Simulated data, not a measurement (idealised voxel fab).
This is a process module. Its name is voxel transistor to metal.
Each square cell in cross-section cut measures 5 nm, and the section as a whole is 145 nm wide.
Notation: cross-section as square-cell grid; stated in bands, top first, going down; one or more cell rows per band. In this notation a band is specified by the heights of its top and bottom, in that order and in nm, after which its materials appear from left to right, each paired with its width in nm. The word "everywhere" attached to a single material means that material fills the band from edge to edge; the word "empty" stands for empty space. A quick word on heights: they are counted from 0, and under that level the wafer as it came to us is one material throughout. The lowest band is different from the rest in having no bottom; it simply continues downward, written as in "0 and below". You'd read "30 to 40" like this: the band's top row of cells is as wide as the first number, its bottom row is as wide as the second, and going down, every row changes width by the same amount as the row before did. Where a step carries "changes: none", the cross-section came out of it unchanged, cell for cell. The label "Sealed void inventory" introduces a list of the empty spaces, 8 cells or larger, that have no open way up to the top; each entry in it reads width x height at distance, where the distance is taken from the left edge and all three are stated in nm. Read whatever lies past the settings on a step's line as the simulator's own remark about the step. overlay nm: mask offset rightward from planned place, masked step; negative means leftward offset. Every pair from here on: before one process step, after it. The after cross-section reaches only to the lowest band that changed. Below the pair: the step in between and its settings. Pairs can belong to different runs of this module on the same starting wafer; a pair carries on from the pair above only if the entry headed "Ahead of processing" says so.

### Ahead of processing
    40 down to 35  30 nm TiN, 5 nm empty, 75 nm TiN, 5 nm empty, 30 nm TiN
    35 down to 20  25 nm SiO2, 5 nm TiN, 5 nm empty, 5 nm TiN, 65 nm SiO2, 5 nm TiN, 5 nm empty, 5 nm TiN, 25 nm SiO2
    20 down to -5  25 nm SiO2, 5 nm TiN, 5 nm empty, 5 nm TiN, 10 nm SiO2, 5 nm SiN, 5 nm TiN, 25 nm W, 5 nm TiN, 5 nm SiN, 10 nm SiO2, 5 nm TiN, 5 nm empty, 5 nm TiN, 25 nm SiO2
    -5 down to -10  25 nm SiO2, 15 nm TiN, 5 nm SiO2, 5 nm SiGe, 45 nm TiN, 5 nm SiGe, 5 nm SiO2, 15 nm TiN, 25 nm SiO2
    -10 down to -15  20 nm SiO2, 30 nm SiGe, 45 nm Si, 30 nm SiGe, 20 nm SiO2
    -15 down to -30  20 nm SiO2, 105 nm Si, 20 nm SiO2
    -30 and below  Si everywhere
    Sealed void inventory: none

### Post-Step Section View
    45 down to 40  Ru everywhere
    40 down to 35  30 nm TiN, 5 nm Ru, 75 nm TiN, 5 nm Ru, 30 nm TiN
    35 down to 20  25 nm SiO2, 5 nm TiN, 5 nm Ru, 5 nm TiN, 65 nm SiO2, 5 nm TiN, 5 nm Ru, 5 nm TiN, 25 nm SiO2
    20 down to -5  25 nm SiO2, 5 nm TiN, 5 nm Ru, 5 nm TiN, 10 nm SiO2, 5 nm SiN, 5 nm TiN, 25 nm W, 5 nm TiN, 5 nm SiN, 10 nm SiO2, 5 nm TiN, 5 nm Ru, 5 nm TiN, 25 nm SiO2
    below -5: unchanged
    Sealed void inventory: none
Transition step, before and after shown above: FILL_DEP: material Ru, thk nm 5

Ahead of processing: For the state before this step, see the after cross-section of the pair located directly above.

### Post-Step Section View
    35 down to 20  25 nm SiO2, 5 nm TiN, 5 nm Ru, 5 nm TiN, 65 nm SiO2, 5 nm TiN, 5 nm Ru, 5 nm TiN, 25 nm SiO2
    below 20: unchanged
    Sealed void inventory: none
Transition step, before and after shown above: CMP: height nm 35

Ahead of processing: For the state before this step, see the after cross-section of the pair located directly above.

### Post-Step Section View
    40 down to 35  SiCN everywhere
    below 35: unchanged
    Sealed void inventory: none
Transition step, before and after shown above: CONFORMAL_DEP: material SiCN, thk nm 5

Ahead of processing: For the state before this step, see the after cross-section of the pair located directly above.

### Post-Step Section View
    65 down to 40  SiO2 everywhere
    below 40: unchanged
    Sealed void inventory: none
Transition step, before and after shown above: DIRECTIONAL_DEP: material SiO2, thk nm 25

Ahead of processing: For the state before this step, see the after cross-section of the pair located directly above.

### Post-Step Section View
    65 down to 40  25 nm SiO2, 15 nm empty, 65 nm SiO2, 15 nm empty, 25 nm SiO2
    below 40: unchanged
    Sealed void inventory: none
Transition step, before and after shown above: MASKED_ETCH: tone open, mask id METAL_1, width nm 15, pitch nm 80, etch materials SiO2, depth nm 25, overlay nm 0

Ahead of processing: For the state before this step, see the after cross-section of the pair located directly above.

### Post-Step Section View
    65 down to 40  25 nm SiO2, 15 nm empty, 65 nm SiO2, 15 nm empty, 25 nm SiO2
    40 down to 35  25 nm SiCN, 15 nm empty, 65 nm SiCN, 15 nm empty, 25 nm SiCN
    below 35: unchanged
    Sealed void inventory: none
Transition step, before and after shown above: MASKED_ETCH: tone open, mask id METAL_1, width nm 15, pitch nm 80, etch materials SiCN, depth nm 5, overlay nm 0

Ahead of processing: For the state before this step, see the after cross-section of the pair located directly above.

### Post-Step Section View
    70 down to 65  30 nm TiN, 5 nm empty, 75 nm TiN, 5 nm empty, 30 nm TiN
    65 down to 40  25 nm SiO2, 5 nm TiN, 5 nm empty, 5 nm TiN, 65 nm SiO2, 5 nm TiN, 5 nm empty, 5 nm TiN, 25 nm SiO2
    40 down to 35  25 nm SiCN, 15 nm TiN, 65 nm SiCN, 15 nm TiN, 25 nm SiCN
    below 35: unchanged
    Sealed void inventory: none
Transition step, before and after shown above: CONFORMAL_DEP: material TiN, thk nm 5

Ahead of processing: For the state before this step, see the after cross-section of the pair located directly above.

### Post-Step Section View
    75 down to 70  Ru everywhere
    70 down to 65  30 nm TiN, 5 nm Ru, 75 nm TiN, 5 nm Ru, 30 nm TiN
    65 down to 40  25 nm SiO2, 5 nm TiN, 5 nm Ru, 5 nm TiN, 65 nm SiO2, 5 nm TiN, 5 nm Ru, 5 nm TiN, 25 nm SiO2
    below 40: unchanged
    Sealed void inventory: none
Transition step, before and after shown above: FILL_DEP: material Ru, thk nm 5

Ahead of processing: For the state before this step, see the after cross-section of the pair located directly above.

### Post-Step Section View
    65 down to 40  25 nm SiO2, 5 nm TiN, 5 nm Ru, 5 nm TiN, 65 nm SiO2, 5 nm TiN, 5 nm Ru, 5 nm TiN, 25 nm SiO2
    below 40: unchanged
    Sealed void inventory: none
Transition step, before and after shown above: CMP: height nm 65

Ahead of processing: For the state before this step, see the after cross-section of the pair located directly above.

### Post-Step Section View
    70 down to 65  20 nm empty, 25 nm Ru, 55 nm empty, 25 nm Ru, 20 nm empty
    below 65: unchanged
    Sealed void inventory: none
Transition step, before and after shown above: EPI: material Ru, thk nm 5

Ahead of processing: For the state before this step, see the after cross-section of the pair located directly above.

### Post-Step Section View
    75 down to 70  SiCN everywhere
    70 down to 65  20 nm SiCN, 25 nm Ru, 55 nm SiCN, 25 nm Ru, 20 nm SiCN
    below 65: unchanged
    Sealed void inventory: none
Transition step, before and after shown above: FILL_DEP: material SiCN, thk nm 5

### Ahead of processing
    35 down to 20  SiO2 everywhere
    20 down to 0  50 nm SiO2, 5 nm SiN, 5 nm HfO2, 5 nm TiN, 15 nm W, 5 nm TiN, 5 nm HfO2, 5 nm SiN, 50 nm SiO2
    0 down to -5  50 nm SiO2, 5 nm SiN, 5 nm HfO2, 25 nm TiN, 5 nm HfO2, 5 nm SiN, 50 nm SiO2
    -5 down to -10  45 nm SiO2, 5 nm SiGe, 45 nm HfO2, 5 nm SiGe, 45 nm SiO2
    -10 down to -15  20 nm SiO2, 30 nm SiGe, 45 nm Si, 30 nm SiGe, 20 nm SiO2
    -15 down to -30  20 nm SiO2, 105 nm Si, 20 nm SiO2
    -30 and below  Si everywhere
    Sealed void inventory: none

### Post-Step Section View
    50 down to 20  SiO2 everywhere
    below 20: unchanged
    Sealed void inventory: none
Transition step, before and after shown above: DIRECTIONAL_DEP: material SiO2, thk nm 15

Ahead of processing: For the state before this step, see the after cross-section of the pair located directly above.

### Post-Step Section View
    60 down to 50  aC everywhere
    below 50: unchanged
    Sealed void inventory: none
Transition step, before and after shown above: DIRECTIONAL_DEP: material aC, thk nm 10

Ahead of processing: For the state before this step, see the after cross-section of the pair located directly above.

### Post-Step Section View
    90 down to 60  25 nm resist, 15 nm empty, 65 nm resist, 15 nm empty, 25 nm resist
    below 60: unchanged
    Sealed void inventory: none
Transition step, before and after shown above: PATTERN: tone open, mask id CONTACT, material resist, width nm 15, pitch nm 80, thk nm 30, overlay nm 0

Ahead of processing: For the state before this step, see the after cross-section of the pair located directly above.

### Post-Step Section View
    80 down to 60  25 nm resist, 15 nm empty, 65 nm resist, 15 nm empty, 25 nm resist
    60 down to 50  25 nm aC, 15 nm empty, 65 nm aC, 15 nm empty, 25 nm aC
    below 50: unchanged
    Sealed void inventory: none
Transition step, before and after shown above: DIRECTIONAL_ETCH: etch materials aC, depth nm 10

Ahead of processing: For the state before this step, see the after cross-section of the pair located directly above.

### Post-Step Section View
    60 down to 50  25 nm aC, 15 nm empty, 65 nm aC, 15 nm empty, 25 nm aC
    below 50: unchanged
    Sealed void inventory: none
Transition step, before and after shown above: STRIP: etch materials resist

Ahead of processing: For the state before this step, see the after cross-section of the pair located directly above.

### Post-Step Section View
    60 down to 50  25 nm aC, 15 nm empty, 65 nm aC, 15 nm empty, 25 nm aC
    50 down to 20  25 nm SiO2, 15 nm empty, 65 nm SiO2, 15 nm empty, 25 nm SiO2
    20 down to 5  25 nm SiO2, 15 nm empty, 10 nm SiO2, 5 nm SiN, 5 nm HfO2, 5 nm TiN, 15 nm W, 5 nm TiN, 5 nm HfO2, 5 nm SiN, 10 nm SiO2, 15 nm empty, 25 nm SiO2
    below 5: unchanged
    Sealed void inventory: none
Transition step, before and after shown above: DIRECTIONAL_ETCH: etch materials SiO2, depth nm 45

Ahead of processing: For the state before this step, see the after cross-section of the pair located directly above.

### Post-Step Section View
    50 down to 20  25 nm SiO2, 15 nm empty, 65 nm SiO2, 15 nm empty, 25 nm SiO2
    below 20: unchanged
    Sealed void inventory: none
Transition step, before and after shown above: STRIP: etch materials aC

Ahead of processing: For the state before this step, see the after cross-section of the pair located directly above.

### Post-Step Section View
    55 down to 50  30 nm TiN, 5 nm empty, 75 nm TiN, 5 nm empty, 30 nm TiN
    50 down to 20  25 nm SiO2, 5 nm TiN, 5 nm empty, 5 nm TiN, 65 nm SiO2, 5 nm TiN, 5 nm empty, 5 nm TiN, 25 nm SiO2
    20 down to 10  25 nm SiO2, 5 nm TiN, 5 nm empty, 5 nm TiN, 10 nm SiO2, 5 nm SiN, 5 nm HfO2, 5 nm TiN, 15 nm W, 5 nm TiN, 5 nm HfO2, 5 nm SiN, 10 nm SiO2, 5 nm TiN, 5 nm empty, 5 nm TiN, 25 nm SiO2
    10 down to 5  25 nm SiO2, 15 nm TiN, 10 nm SiO2, 5 nm SiN, 5 nm HfO2, 5 nm TiN, 15 nm W, 5 nm TiN, 5 nm HfO2, 5 nm SiN, 10 nm SiO2, 15 nm TiN, 25 nm SiO2
    below 5: unchanged
    Sealed void inventory: none
Transition step, before and after shown above: CONFORMAL_DEP: material TiN, thk nm 5

Ahead of processing: For the state before this step, see the after cross-section of the pair located directly above.

### Post-Step Section View
    60 down to 55  Ru everywhere
    55 down to 50  30 nm TiN, 5 nm Ru, 75 nm TiN, 5 nm Ru, 30 nm TiN
    50 down to 20  25 nm SiO2, 5 nm TiN, 5 nm Ru, 5 nm TiN, 65 nm SiO2, 5 nm TiN, 5 nm Ru, 5 nm TiN, 25 nm SiO2
    20 down to 10  25 nm SiO2, 5 nm TiN, 5 nm Ru, 5 nm TiN, 10 nm SiO2, 5 nm SiN, 5 nm HfO2, 5 nm TiN, 15 nm W, 5 nm TiN, 5 nm HfO2, 5 nm SiN, 10 nm SiO2, 5 nm TiN, 5 nm Ru, 5 nm TiN, 25 nm SiO2
    below 10: unchanged
    Sealed void inventory: none
Transition step, before and after shown above: FILL_DEP: material Ru, thk nm 5

Ahead of processing: For the state before this step, see the after cross-section of the pair located directly above.

### Post-Step Section View
    35 down to 20  25 nm SiO2, 5 nm TiN, 5 nm Ru, 5 nm TiN, 65 nm SiO2, 5 nm TiN, 5 nm Ru, 5 nm TiN, 25 nm SiO2
    below 20: unchanged
    Sealed void inventory: none
Transition step, before and after shown above: CMP: height nm 35

Ahead of processing: For the state before this step, see the after cross-section of the pair located directly above.

### Post-Step Section View
    40 down to 35  SiCN everywhere
    below 35: unchanged
    Sealed void inventory: none
Transition step, before and after shown above: CONFORMAL_DEP: material SiCN, thk nm 5

Ahead of processing: For the state before this step, see the after cross-section of the pair located directly above.

### Post-Step Section View
    65 down to 40  SiO2 everywhere
    below 40: unchanged
    Sealed void inventory: none
Transition step, before and after shown above: DIRECTIONAL_DEP: material SiO2, thk nm 25

Ahead of processing: For the state before this step, see the after cross-section of the pair located directly above.

### Post-Step Section View
    65 down to 40  25 nm SiO2, 15 nm empty, 65 nm SiO2, 15 nm empty, 25 nm SiO2
    below 40: unchanged
    Sealed void inventory: none
Transition step, before and after shown above: MASKED_ETCH: tone open, mask id METAL_1, width nm 15, pitch nm 80, etch materials SiO2, depth nm 25, overlay nm 0

Ahead of processing: For the state before this step, see the after cross-section of the pair located directly above.

### Post-Step Section View
    65 down to 40  25 nm SiO2, 15 nm empty, 65 nm SiO2, 15 nm empty, 25 nm SiO2
    40 down to 35  25 nm SiCN, 15 nm empty, 65 nm SiCN, 15 nm empty, 25 nm SiCN
    below 35: unchanged
    Sealed void inventory: none
Transition step, before and after shown above: MASKED_ETCH: tone open, mask id METAL_1, width nm 15, pitch nm 80, etch materials SiCN, depth nm 5, overlay nm 0

Ahead of processing: For the state before this step, see the after cross-section of the pair located directly above.

### Post-Step Section View
    70 down to 65  30 nm TiN, 5 nm empty, 75 nm TiN, 5 nm empty, 30 nm TiN
    65 down to 40  25 nm SiO2, 5 nm TiN, 5 nm empty, 5 nm TiN, 65 nm SiO2, 5 nm TiN, 5 nm empty, 5 nm TiN, 25 nm SiO2
    40 down to 35  25 nm SiCN, 15 nm TiN, 65 nm SiCN, 15 nm TiN, 25 nm SiCN
    below 35: unchanged
    Sealed void inventory: none
Transition step, before and after shown above: CONFORMAL_DEP: material TiN, thk nm 5

Ahead of processing: For the state before this step, see the after cross-section of the pair located directly above.

### Post-Step Section View
    75 down to 70  Ru everywhere
    70 down to 65  30 nm TiN, 5 nm Ru, 75 nm TiN, 5 nm Ru, 30 nm TiN
    65 down to 40  25 nm SiO2, 5 nm TiN, 5 nm Ru, 5 nm TiN, 65 nm SiO2, 5 nm TiN, 5 nm Ru, 5 nm TiN, 25 nm SiO2
    below 40: unchanged
    Sealed void inventory: none
Transition step, before and after shown above: FILL_DEP: material Ru, thk nm 5

Ahead of processing: For the state before this step, see the after cross-section of the pair located directly above.

### Post-Step Section View
    65 down to 40  25 nm SiO2, 5 nm TiN, 5 nm Ru, 5 nm TiN, 65 nm SiO2, 5 nm TiN, 5 nm Ru, 5 nm TiN, 25 nm SiO2
    below 40: unchanged
    Sealed void inventory: none
Transition step, before and after shown above: CMP: height nm 65

Ahead of processing: For the state before this step, see the after cross-section of the pair located directly above.

### Post-Step Section View
    70 down to 65  20 nm empty, 25 nm Ru, 55 nm empty, 25 nm Ru, 20 nm empty
    below 65: unchanged
    Sealed void inventory: none
Transition step, before and after shown above: EPI: material Ru, thk nm 5

Ahead of processing: For the state before this step, see the after cross-section of the pair located directly above.

### Post-Step Section View
    75 down to 70  SiCN everywhere
    70 down to 65  20 nm SiCN, 25 nm Ru, 55 nm SiCN, 25 nm Ru, 20 nm SiCN
    below 65: unchanged
    Sealed void inventory: none
Transition step, before and after shown above: FILL_DEP: material SiCN, thk nm 5

### Ahead of processing
    30 down to 25  45 nm empty, 15 nm TiN, 25 nm empty, 15 nm TiN, 45 nm empty
    25 down to 20  50 nm TiN, 5 nm SiN, 5 nm TiN, 25 nm empty, 5 nm TiN, 5 nm SiN, 50 nm TiN
    20 down to -5  50 nm SiO2, 5 nm SiN, 5 nm TiN, 25 nm empty, 5 nm TiN, 5 nm SiN, 50 nm SiO2
    -5 down to -10  45 nm SiO2, 5 nm SiGe, 45 nm TiN, 5 nm SiGe, 45 nm SiO2
    -10 down to -15  20 nm SiO2, 30 nm SiGe, 45 nm Si, 30 nm SiGe, 20 nm SiO2
    -15 down to -30  20 nm SiO2, 105 nm Si, 20 nm SiO2
    -30 and below  Si everywhere
    Sealed void inventory: none

### Post-Step Section View
    35 down to 30  40 nm empty, 25 nm HfO2, 15 nm empty, 25 nm HfO2, 40 nm empty
    30 down to 25  45 nm HfO2, 15 nm TiN, 5 nm HfO2, 15 nm empty, 5 nm HfO2, 15 nm TiN, 45 nm HfO2
    25 down to 20  50 nm TiN, 5 nm SiN, 5 nm TiN, 5 nm HfO2, 15 nm empty, 5 nm HfO2, 5 nm TiN, 5 nm SiN, 50 nm TiN
    20 down to 0  50 nm SiO2, 5 nm SiN, 5 nm TiN, 5 nm HfO2, 15 nm empty, 5 nm HfO2, 5 nm TiN, 5 nm SiN, 50 nm SiO2
    0 down to -5  50 nm SiO2, 5 nm SiN, 5 nm TiN, 25 nm HfO2, 5 nm TiN, 5 nm SiN, 50 nm SiO2
    below -5: unchanged
    Sealed void inventory: none
Transition step, before and after shown above: CONFORMAL_DEP: material HfO2, thk nm 5

Ahead of processing: For the state before this step, see the after cross-section of the pair located directly above.

### Post-Step Section View
    40 down to 35  W everywhere
    35 down to 30  40 nm W, 25 nm HfO2, 15 nm W, 25 nm HfO2, 40 nm W
    30 down to 25  45 nm HfO2, 15 nm TiN, 5 nm HfO2, 15 nm W, 5 nm HfO2, 15 nm TiN, 45 nm HfO2
    25 down to 20  50 nm TiN, 5 nm SiN, 5 nm TiN, 5 nm HfO2, 15 nm W, 5 nm HfO2, 5 nm TiN, 5 nm SiN, 50 nm TiN
    20 down to 0  50 nm SiO2, 5 nm SiN, 5 nm TiN, 5 nm HfO2, 15 nm W, 5 nm HfO2, 5 nm TiN, 5 nm SiN, 50 nm SiO2
    below 0: unchanged
    Sealed void inventory: none
Transition step, before and after shown above: FILL_DEP: material W, thk nm 5

Ahead of processing: For the state before this step, see the after cross-section of the pair located directly above.

### Post-Step Section View
    20 down to 0  50 nm SiO2, 5 nm SiN, 5 nm TiN, 5 nm HfO2, 15 nm W, 5 nm HfO2, 5 nm TiN, 5 nm SiN, 50 nm SiO2
    below 0: unchanged
    Sealed void inventory: none
Transition step, before and after shown above: CMP: height nm 20

Ahead of processing: For the state before this step, see the after cross-section of the pair located directly above.

### Post-Step Section View
    35 down to 20  SiO2 everywhere
    below 20: unchanged
    Sealed void inventory: none
Transition step, before and after shown above: DIRECTIONAL_DEP: material SiO2, thk nm 15

Ahead of processing: For the state before this step, see the after cross-section of the pair located directly above.

### Post-Step Section View
    45 down to 35  aC everywhere
    below 35: unchanged
    Sealed void inventory: none
Transition step, before and after shown above: DIRECTIONAL_DEP: material aC, thk nm 10

Ahead of processing: For the state before this step, see the after cross-section of the pair located directly above.

### Post-Step Section View
    75 down to 45  25 nm resist, 15 nm empty, 65 nm resist, 15 nm empty, 25 nm resist
    below 45: unchanged
    Sealed void inventory: none
Transition step, before and after shown above: PATTERN: tone open, mask id CONTACT, material resist, width nm 15, pitch nm 80, thk nm 30, overlay nm 0

Ahead of processing: For the state before this step, see the after cross-section of the pair located directly above.

### Post-Step Section View
    65 down to 45  25 nm resist, 15 nm empty, 65 nm resist, 15 nm empty, 25 nm resist
    45 down to 35  25 nm aC, 15 nm empty, 65 nm aC, 15 nm empty, 25 nm aC
    below 35: unchanged
    Sealed void inventory: none
Transition step, before and after shown above: DIRECTIONAL_ETCH: etch materials aC, depth nm 10

Ahead of processing: For the state before this step, see the after cross-section of the pair located directly above.

### Post-Step Section View
    45 down to 35  25 nm aC, 15 nm empty, 65 nm aC, 15 nm empty, 25 nm aC
    below 35: unchanged
    Sealed void inventory: none
Transition step, before and after shown above: STRIP: etch materials resist

Ahead of processing: For the state before this step, see the after cross-section of the pair located directly above.

### Post-Step Section View
    45 down to 35  25 nm aC, 15 nm empty, 65 nm aC, 15 nm empty, 25 nm aC
    35 down to 20  25 nm SiO2, 15 nm empty, 65 nm SiO2, 15 nm empty, 25 nm SiO2
    20 down to 0  25 nm SiO2, 15 nm empty, 10 nm SiO2, 5 nm SiN, 5 nm TiN, 5 nm HfO2, 15 nm W, 5 nm HfO2, 5 nm TiN, 5 nm SiN, 10 nm SiO2, 15 nm empty, 25 nm SiO2
    0 down to -5  25 nm SiO2, 15 nm empty, 10 nm SiO2, 5 nm SiN, 5 nm TiN, 25 nm HfO2, 5 nm TiN, 5 nm SiN, 10 nm SiO2, 15 nm empty, 25 nm SiO2
    -5 down to -10  25 nm SiO2, 15 nm empty, 5 nm SiO2, 5 nm SiGe, 45 nm TiN, 5 nm SiGe, 5 nm SiO2, 15 nm empty, 25 nm SiO2
    below -10: unchanged
    Sealed void inventory: none
Transition step, before and after shown above: DIRECTIONAL_ETCH: etch materials SiO2, depth nm 45

Ahead of processing: For the state before this step, see the after cross-section of the pair located directly above.

### Post-Step Section View
    35 down to 20  25 nm SiO2, 15 nm empty, 65 nm SiO2, 15 nm empty, 25 nm SiO2
    below 20: unchanged
    Sealed void inventory: none
Transition step, before and after shown above: STRIP: etch materials aC

Ahead of processing: For the state before this step, see the after cross-section of the pair located directly above.

### Post-Step Section View
    40 down to 35  30 nm TiN, 5 nm empty, 75 nm TiN, 5 nm empty, 30 nm TiN
    35 down to 20  25 nm SiO2, 5 nm TiN, 5 nm empty, 5 nm TiN, 65 nm SiO2, 5 nm TiN, 5 nm empty, 5 nm TiN, 25 nm SiO2
    20 down to 0  25 nm SiO2, 5 nm TiN, 5 nm empty, 5 nm TiN, 10 nm SiO2, 5 nm SiN, 5 nm TiN, 5 nm HfO2, 15 nm W, 5 nm HfO2, 5 nm TiN, 5 nm SiN, 10 nm SiO2, 5 nm TiN, 5 nm empty, 5 nm TiN, 25 nm SiO2
    0 down to -5  25 nm SiO2, 5 nm TiN, 5 nm empty, 5 nm TiN, 10 nm SiO2, 5 nm SiN, 5 nm TiN, 25 nm HfO2, 5 nm TiN, 5 nm SiN, 10 nm SiO2, 5 nm TiN, 5 nm empty, 5 nm TiN, 25 nm SiO2
    -5 down to -10  25 nm SiO2, 15 nm TiN, 5 nm SiO2, 5 nm SiGe, 45 nm TiN, 5 nm SiGe, 5 nm SiO2, 15 nm TiN, 25 nm SiO2
    below -10: unchanged
    Sealed void inventory: none
Transition step, before and after shown above: CONFORMAL_DEP: material TiN, thk nm 5

Ahead of processing: For the state before this step, see the after cross-section of the pair located directly above.

### Post-Step Section View
    45 down to 40  Ru everywhere
    40 down to 35  30 nm TiN, 5 nm Ru, 75 nm TiN, 5 nm Ru, 30 nm TiN
    35 down to 20  25 nm SiO2, 5 nm TiN, 5 nm Ru, 5 nm TiN, 65 nm SiO2, 5 nm TiN, 5 nm Ru, 5 nm TiN, 25 nm SiO2
    20 down to 0  25 nm SiO2, 5 nm TiN, 5 nm Ru, 5 nm TiN, 10 nm SiO2, 5 nm SiN, 5 nm TiN, 5 nm HfO2, 15 nm W, 5 nm HfO2, 5 nm TiN, 5 nm SiN, 10 nm SiO2, 5 nm TiN, 5 nm Ru, 5 nm TiN, 25 nm SiO2
    0 down to -5  25 nm SiO2, 5 nm TiN, 5 nm Ru, 5 nm TiN, 10 nm SiO2, 5 nm SiN, 5 nm TiN, 25 nm HfO2, 5 nm TiN, 5 nm SiN, 10 nm SiO2, 5 nm TiN, 5 nm Ru, 5 nm TiN, 25 nm SiO2
    below -5: unchanged
    Sealed void inventory: none
Transition step, before and after shown above: FILL_DEP: material Ru, thk nm 5

Ahead of processing: For the state before this step, see the after cross-section of the pair located directly above.

### Post-Step Section View
    35 down to 20  25 nm SiO2, 5 nm TiN, 5 nm Ru, 5 nm TiN, 65 nm SiO2, 5 nm TiN, 5 nm Ru, 5 nm TiN, 25 nm SiO2
    below 20: unchanged
    Sealed void inventory: none
Transition step, before and after shown above: CMP: height nm 35

Ahead of processing: For the state before this step, see the after cross-section of the pair located directly above.

### Post-Step Section View
    40 down to 35  SiCN everywhere
    below 35: unchanged
    Sealed void inventory: none
Transition step, before and after shown above: CONFORMAL_DEP: material SiCN, thk nm 5

Ahead of processing: For the state before this step, see the after cross-section of the pair located directly above.

### Post-Step Section View
    65 down to 40  SiO2 everywhere
    below 40: unchanged
    Sealed void inventory: none
Transition step, before and after shown above: DIRECTIONAL_DEP: material SiO2, thk nm 25

Ahead of processing: For the state before this step, see the after cross-section of the pair located directly above.

### Post-Step Section View
    65 down to 40  25 nm SiO2, 15 nm empty, 65 nm SiO2, 15 nm empty, 25 nm SiO2
    below 40: unchanged
    Sealed void inventory: none
Transition step, before and after shown above: MASKED_ETCH: tone open, mask id METAL_1, width nm 15, pitch nm 80, etch materials SiO2, depth nm 25, overlay nm 0

Ahead of processing: For the state before this step, see the after cross-section of the pair located directly above.

### Post-Step Section View
    65 down to 40  25 nm SiO2, 15 nm empty, 65 nm SiO2, 15 nm empty, 25 nm SiO2
    40 down to 35  25 nm SiCN, 15 nm empty, 65 nm SiCN, 15 nm empty, 25 nm SiCN
    below 35: unchanged
    Sealed void inventory: none
Transition step, before and after shown above: MASKED_ETCH: tone open, mask id METAL_1, width nm 15, pitch nm 80, etch materials SiCN, depth nm 5, overlay nm 0

Ahead of processing: For the state before this step, see the after cross-section of the pair located directly above.

### Post-Step Section View
    70 down to 65  30 nm TiN, 5 nm empty, 75 nm TiN, 5 nm empty, 30 nm TiN
    65 down to 40  25 nm SiO2, 5 nm TiN, 5 nm empty, 5 nm TiN, 65 nm SiO2, 5 nm TiN, 5 nm empty, 5 nm TiN, 25 nm SiO2
    40 down to 35  25 nm SiCN, 15 nm TiN, 65 nm SiCN, 15 nm TiN, 25 nm SiCN
    below 35: unchanged
    Sealed void inventory: none
Transition step, before and after shown above: CONFORMAL_DEP: material TiN, thk nm 5

Ahead of processing: For the state before this step, see the after cross-section of the pair located directly above.

### Post-Step Section View
    75 down to 70  Ru everywhere
    70 down to 65  30 nm TiN, 5 nm Ru, 75 nm TiN, 5 nm Ru, 30 nm TiN
    65 down to 40  25 nm SiO2, 5 nm TiN, 5 nm Ru, 5 nm TiN, 65 nm SiO2, 5 nm TiN, 5 nm Ru, 5 nm TiN, 25 nm SiO2
    below 40: unchanged
    Sealed void inventory: none
Transition step, before and after shown above: FILL_DEP: material Ru, thk nm 5

Ahead of processing: For the state before this step, see the after cross-section of the pair located directly above.

### Post-Step Section View
    65 down to 40  25 nm SiO2, 5 nm TiN, 5 nm Ru, 5 nm TiN, 65 nm SiO2, 5 nm TiN, 5 nm Ru, 5 nm TiN, 25 nm SiO2
    below 40: unchanged
    Sealed void inventory: none
Transition step, before and after shown above: CMP: height nm 65

Ahead of processing: For the state before this step, see the after cross-section of the pair located directly above.

### Post-Step Section View
    70 down to 65  20 nm empty, 25 nm Ru, 55 nm empty, 25 nm Ru, 20 nm empty
    below 65: unchanged
    Sealed void inventory: none
Transition step, before and after shown above: EPI: material Ru, thk nm 5

Ahead of processing: For the state before this step, see the after cross-section of the pair located directly above.

### Post-Step Section View
    75 down to 70  SiCN everywhere
    70 down to 65  20 nm SiCN, 25 nm Ru, 55 nm SiCN, 25 nm Ru, 20 nm SiCN
    below 65: unchanged
    Sealed void inventory: none
Transition step, before and after shown above: FILL_DEP: material SiCN, thk nm 5

### Ahead of processing
    70 down to 65  20 nm empty, 25 nm Ru, 55 nm empty, 25 nm Ru, 20 nm empty
    65 down to 40  25 nm SiO2, 5 nm TiN, 5 nm Ru, 5 nm TiN, 65 nm SiO2, 5 nm TiN, 5 nm Ru, 5 nm TiN, 25 nm SiO2
    40 down to 35  25 nm SiCN, 15 nm TiN, 65 nm SiCN, 15 nm TiN, 25 nm SiCN
    35 down to 20  25 nm SiO2, 5 nm TiN, 5 nm Ru, 5 nm TiN, 65 nm SiO2, 5 nm TiN, 5 nm Ru, 5 nm TiN, 25 nm SiO2
    20 down to 0  25 nm SiO2, 5 nm TiN, 5 nm Ru, 5 nm TiN, 10 nm SiO2, 5 nm SiN, 5 nm HfO2, 5 nm TiN, 15 nm W, 5 nm TiN, 5 nm HfO2, 5 nm SiN, 10 nm SiO2, 5 nm TiN, 5 nm Ru, 5 nm TiN, 25 nm SiO2
    0 down to -5  25 nm SiO2, 5 nm TiN, 5 nm Ru, 5 nm TiN, 10 nm SiO2, 5 nm SiN, 5 nm HfO2, 25 nm TiN, 5 nm HfO2, 5 nm SiN, 10 nm SiO2, 5 nm TiN, 5 nm Ru, 5 nm TiN, 25 nm SiO2
    -5 down to -10  25 nm SiO2, 15 nm TiN, 5 nm SiO2, 5 nm SiGe, 45 nm HfO2, 5 nm SiGe, 5 nm SiO2, 15 nm TiN, 25 nm SiO2
    -10 down to -15  20 nm SiO2, 30 nm SiGe, 45 nm Si, 30 nm SiGe, 20 nm SiO2
    -15 down to -30  20 nm SiO2, 105 nm Si, 20 nm SiO2
    -30 and below  Si everywhere
    Sealed void inventory: none

### Post-Step Section View
    85 down to 70  SiCN everywhere
    70 down to 65  20 nm SiCN, 25 nm Ru, 55 nm SiCN, 25 nm Ru, 20 nm SiCN
    below 65: unchanged
    Sealed void inventory: none
Transition step, before and after shown above: FILL_DEP: material SiCN, thk nm 15
